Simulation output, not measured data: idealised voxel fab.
Process module, titled voxel wiring stack
Square cell edge 5 nm, section width 230 nm, ID cut.
Cross-section = grid of square cells, listed top down in bands; band = one or more rows. Basically the band line says how high the top is and how high the bottom is, in nm, and then what's in it from left to right, every material with its width in nm. Empty space shows up as "empty", and if a single material carries "everywhere" it runs the full band edge to edge. The reference from which all heights are counted is 0, the level beneath which the as-received wafer is entirely one material; the lowest band, having no lower bound, proceeds downward and is written after the example "z 0 and below". The expression "30 to 40" gives the width at the extremes of the band, the first number at its top row of cells and the second at its bottom row, with the width changing by equal amounts from each row to the next in between. Any step labelled "no change" changed none of the cells in the cross-section. You'll see "Closed void register" listing empty spaces that have no way open to the top, as long as they're 8 cells or more; the notation is width x height at distance, where the distance is from the left edge, and all of it is in nm. Past the settings on a step's line: simulator remark, on that step. overlay nm: on a step with a mask, how far right of its planned place the mask lay; negative means left.

[Here's what the planned process steps look like]
1. RECEIVE | material Si
2. CONFORMAL_DEP | material SiO2 | thk nm 10
3. DIRECTIONAL_DEP | material TiN | thk nm 5
4. DIRECTIONAL_DEP | material W | thk nm 20
5. PATTERN | tone cover | mask id METAL_1 | material resist | width nm 25 | pitch nm 40 | thk nm 20 | overlay nm 0
6. DIRECTIONAL_ETCH | etch materials W | depth nm 20
7. DIRECTIONAL_ETCH | etch materials TiN | depth nm 5
8. STRIP | etch materials resist
9. CONFORMAL_DEP | material SiN | thk nm 5
10. FILL_DEP | material SiO2 | thk nm 10
11. CMP | height nm 35
12. CONFORMAL_DEP | material SiCN | thk nm 5
13. DIRECTIONAL_DEP | material lowk | thk nm 15
14. MASKED_ETCH | tone open | mask id PLUG_1 | width nm 15 | pitch nm 80 | etch materials lowk | depth nm 15 | overlay nm 0
15. MASKED_ETCH | tone open | mask id PLUG_1 | width nm 15 | pitch nm 80 | etch materials SiCN | depth nm 5 | overlay nm 0
16. EPI | material Ru | thk nm 10
17. EPI | material Ru | thk nm 10
18. DIRECTIONAL_DEP | material TiN | thk nm 5
19. DIRECTIONAL_DEP | material Ru | thk nm 15
20. DIRECTIONAL_DEP | material aC | thk nm 10
21. PATTERN | tone cover | mask id METAL_2 | material resist | width nm 25 | pitch nm 40 | thk nm 30 | overlay nm 0
22. DIRECTIONAL_ETCH | etch materials aC | depth nm 10
23. STRIP | etch materials resist
24. DIRECTIONAL_ETCH | etch materials Ru | depth nm 15
25. DIRECTIONAL_ETCH | etch materials TiN | depth nm 5
26. STRIP | etch materials aC
27. CONFORMAL_DEP | material SiCN | thk nm 5
28. FILL_DEP | material lowk | thk nm 5
29. CMP | height nm 75
30. CONFORMAL_DEP | material SiCN | thk nm 5
31. DIRECTIONAL_DEP | material SiO2 | thk nm 35
32. MASKED_ETCH | tone open | mask id METAL_3_HOLES | width nm 15 | pitch nm 40 | etch materials SiO2 | depth nm 35 | overlay nm 0
33. DIRECTIONAL_DEP | material aC | thk nm 15
34. PATTERN | tone open | mask id METAL_3 | material resist | width nm 25 | pitch nm 40 | thk nm 30 | overlay nm 0
35. DIRECTIONAL_ETCH | etch materials aC | depth nm 15
36. STRIP | etch materials resist
37. DIRECTIONAL_ETCH | etch materials SiO2 | depth nm 20
38. DIRECTIONAL_ETCH | etch materials SiCN | depth nm 5
39. STRIP | etch materials aC
40. CONFORMAL_DEP | material TiN | thk nm 5
41. FILL_DEP | material Cu | thk nm 10
42. CMP | height nm 115
43. CONFORMAL_DEP | material SiCN | thk nm 5
44. DIRECTIONAL_DEP | material lowk | thk nm 25
45. DIRECTIONAL_DEP | material aC | thk nm 15
46. PATTERN | tone open | mask id METAL_4_HOLES | material resist | width nm 15 | pitch nm 40 | thk nm 35 | overlay nm 0
47. DIRECTIONAL_ETCH | etch materials aC | depth nm 15
48. STRIP | etch materials resist
49. DIRECTIONAL_ETCH | etch materials lowk | depth nm 25
50. STRIP | etch materials aC
51. MASKED_ETCH | tone open | mask id METAL_4 | width nm 25 | pitch nm 40 | etch materials lowk | depth nm 15 | overlay nm 0
52. MASKED_ETCH | tone open | mask id METAL_4 | width nm 25 | pitch nm 40 | etch materials SiCN | depth nm 5 | overlay nm -15
53. CONFORMAL_DEP | material TiN | thk nm 5
54. FILL_DEP | material Ru | thk nm 10
55. CMP | height nm 145
56. CONFORMAL_DEP | material SiCN | thk nm 5
The plan shows the overlay nm of step 52 as the first wafer had it; this setting differs between the wafers, which start out alike.

[Cross-section of the first of several received wafers, showing its state after step 1]
* z 0 and below | Si everywhere
* Closed void register: none

[End-of-module cross-section, first of several wafers, after last step 56]
* z 150 to 145 | SiCN everywhere
* z 145 to 135 | lowk (60); TiN (5); Ru (15); TiN (5); lowk (15); TiN (5); Ru (15); TiN (5); lowk (15); TiN (5); Ru (15); TiN (5); lowk (65)
* z 135 to 125 | lowk (60); TiN (5); Ru (5); TiN (15 to 5); lowk (15 to 25); TiN (5); Ru (5); TiN (15 to 5); lowk (15 to 25); TiN (5); Ru (5); TiN (15 to 5); lowk (65 to 75)
* z 125 to 120 | lowk (60); TiN (15); lowk (25); TiN (15); lowk (25); TiN (15); lowk (75)
* z 120 to 115 | SiCN (60); TiN (10); SiCN (30); TiN (10); SiCN (30); TiN (10); SiCN (80)
* z 115 to 100 | SiO2 (60); TiN (5); Cu (15); TiN (5); SiO2 (15); TiN (5); Cu (15); TiN (5); SiO2 (15); TiN (5); Cu (15); TiN (5); SiO2 (65)
* z 100 to 95 | SiO2 (60); TiN (5); Cu (5); TiN (15); SiO2 (15); TiN (5); Cu (5); TiN (15); SiO2 (15); TiN (5); Cu (5); TiN (15); SiO2 (65)
* z 95 to 80 | SiO2 (60); TiN (5); Cu (5); TiN (5); SiO2 (25); TiN (5); Cu (5); TiN (5); SiO2 (25); TiN (5); Cu (5); TiN (5); SiO2 (75)
* z 80 to 75 | SiCN (60); TiN (15); SiCN (25); TiN (15); SiCN (25); TiN (15); SiCN (75)
* z 75 to 60 | lowk (55); SiCN (5); Ru (25); SiCN (5); lowk (5); SiCN (5); Ru (25); SiCN (5); lowk (5); SiCN (5); Ru (25); SiCN (5); lowk (60)
* z 60 to 55 | SiCN (60); TiN (25); SiCN (15); TiN (25); SiCN (15); TiN (25); SiCN (65)
* z 55 to 40 | lowk (60); Ru (15); lowk (65); Ru (15); lowk (75)
* z 40 to 35 | SiCN (60); Ru (15); SiCN (65); Ru (15); SiCN (75)
* z 35 to 15 | SiO2 (55); SiN (5); W (25); SiN (5); SiO2 (5); SiN (5); W (25); SiN (5); SiO2 (5); SiN (5); W (25); SiN (5); SiO2 (60)
* z 15 to 10 | SiN (60); TiN (25); SiN (15); TiN (25); SiN (15); TiN (25); SiN (65)
* z 10 to 0 | SiO2 everywhere
* z 0 and below | Si everywhere
* Closed void register: none

[Last-wafer cross-section at the end of the module]
* z 150 to 145 | SiCN everywhere
* z 145 to 135 | lowk (60); TiN (5); Ru (15); TiN (5); lowk (15); TiN (5); Ru (15); TiN (5); lowk (15); TiN (5); Ru (15); TiN (5); lowk (65)
* z 135 to 125 | lowk (60); TiN (5); Ru (5); TiN (15 to 5); lowk (15 to 25); TiN (5); Ru (5); TiN (15 to 5); lowk (15 to 25); TiN (5); Ru (5); TiN (15 to 5); lowk (65 to 75)
* z 125 to 120 | lowk (60); TiN (15); lowk (25); TiN (15); lowk (25); TiN (15); lowk (75)
* z 120 to 115 | SiCN everywhere
* z 115 to 100 | SiO2 (60); TiN (5); Cu (15); TiN (5); SiO2 (15); TiN (5); Cu (15); TiN (5); SiO2 (15); TiN (5); Cu (15); TiN (5); SiO2 (65)
* z 100 to 95 | SiO2 (60); TiN (5); Cu (5); TiN (15); SiO2 (15); TiN (5); Cu (5); TiN (15); SiO2 (15); TiN (5); Cu (5); TiN (15); SiO2 (65)
* z 95 to 80 | SiO2 (60); TiN (5); Cu (5); TiN (5); SiO2 (25); TiN (5); Cu (5); TiN (5); SiO2 (25); TiN (5); Cu (5); TiN (5); SiO2 (75)
* z 80 to 75 | SiCN (60); TiN (15); SiCN (25); TiN (15); SiCN (25); TiN (15); SiCN (75)
* z 75 to 60 | lowk (55); SiCN (5); Ru (25); SiCN (5); lowk (5); SiCN (5); Ru (25); SiCN (5); lowk (5); SiCN (5); Ru (25); SiCN (5); lowk (60)
* z 60 to 55 | SiCN (60); TiN (25); SiCN (15); TiN (25); SiCN (15); TiN (25); SiCN (65)
* z 55 to 40 | lowk (60); Ru (15); lowk (65); Ru (15); lowk (75)
* z 40 to 35 | SiCN (60); Ru (15); SiCN (65); Ru (15); SiCN (75)
* z 35 to 15 | SiO2 (55); SiN (5); W (25); SiN (5); SiO2 (5); SiN (5); W (25); SiN (5); SiO2 (5); SiN (5); W (25); SiN (5); SiO2 (60)
* z 15 to 10 | SiN (60); TiN (25); SiN (15); TiN (25); SiN (15); TiN (25); SiN (65)
* z 10 to 0 | SiO2 everywhere
* z 0 and below | Si everywhere
* Closed void register: none

[Row per wafer, end-of-module: cell gain (+)/loss (-) by material since the wafer came in, then closed voids]
overlay nm -15, +39 Cu, +93 Ru, +212 SiCN, +55 SiN, +427 SiO2, +132 TiN, +60 W, +362 lowk, Closed void register: none
overlay nm -10, +39 Cu, +96 Ru, +209 SiCN, +55 SiN, +427 SiO2, +132 TiN, +60 W, +362 lowk, Closed void register: none
overlay nm -5, +39 Cu, +96 Ru, +209 SiCN, +55 SiN, +427 SiO2, +132 TiN, +60 W, +362 lowk, Closed void register: none
overlay nm 0, +39 Cu, +96 Ru, +209 SiCN, +55 SiN, +427 SiO2, +132 TiN, +60 W, +362 lowk, Closed void register: none
overlay nm 5, +39 Cu, +93 Ru, +212 SiCN, +55 SiN, +427 SiO2, +132 TiN, +60 W, +362 lowk, Closed void register: none
overlay nm 10, +39 Cu, +93 Ru, +215 SiCN, +55 SiN, +427 SiO2, +129 TiN, +60 W, +362 lowk, Closed void register: none
overlay nm 15, +39 Cu, +93 Ru, +218 SiCN, +55 SiN, +427 SiO2, +126 TiN, +60 W, +362 lowk, Closed void register: none
